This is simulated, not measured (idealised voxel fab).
Documented hereafter: the process module known as voxel released beams.
We display cut, a cross-section 150 nm in width whose square cells are each 5 nm.
If you're reading a cross-section in this doc, picture square cells in a grid; it comes to you as bands, top ones listed first down to the bottom, and a band can be one or more rows of cells.
Band: top and bottom heights (nm) first, top before bottom; then materials from left to right, widths in nm. "edge to edge" marks a sole material filling the band edge to edge. "air" denotes empty space.
The reference from which all heights are counted is 0, the level beneath which the as-received wafer is entirely one material; the lowest band, having no lower bound, proceeds downward and is written after the example "from 0 down".
Width: "30->40" (first number = top row, second number = bottom row, same change from row to row of cells).
When a step is marked "no alteration", none of the cells in the cross-section changed during that step.
In the "Closed void entries" entry, you get each enclosed empty space of 8 cells or more, one with no open way to the top, written width x height at distance, distance from the left edge, in nm.
On each step's line, the part that comes after the settings is the simulator's own comment on the step.
overlay nm: mask offset rightward from planned place, masked step; negative means leftward offset.
SET OUT BELOW ARE THE PLANNED STEPS OF THE PROCESS
1,op RECEIVE | material Si
2,op CONFORMAL_DEP | material SiN | thk nm 10
3,op DIRECTIONAL_DEP | material SiO2 | thk nm 20
4,op DIRECTIONAL_DEP | material aC | thk nm 15
5,op PATTERN | tone open | mask id ANCHOR | material resist | width nm 25 | thk nm 30 | overlay nm 0
6,op DIRECTIONAL_ETCH | etch materials aC | depth nm 15
7,op STRIP | etch materials resist
8,op DIRECTIONAL_ETCH | etch materials SiO2 | depth nm 20
9,op STRIP | etch materials aC
10,op CONFORMAL_DEP | material TiN | thk nm 10
11,op MASKED_ETCH | tone cover | mask id BEAM | width nm 85 | etch materials TiN | depth nm 10 | overlay nm 0
12,op STRIP | etch materials SiO2
CROSS-SECTION OF THE WAFER AS IT CAME TO US, I.E., ALREADY THROUGH STEP 1
  from 0 down  Si edge to edge
  Closed void entries: none
FINAL WAFER PROFILE IN CROSS-SECTION AFTER THE MODULE, FROM THE SAME START AND PLAN AS ABOVE, WITH ONE MISTAKE MADE DURING PROCESSING
  from 30 to 20  30 air  15 TiN  5 air  65 TiN  35 air
  from 20 to 10  35 air  10 TiN  5 air  10 TiN  90 air
  from 10 to 0  35 air  25 TiN  90 air
  from 0 down  Si edge to edge
  Closed void entries: none
Where did the run depart from the plan? step 2 of the plan was omitted and not executed
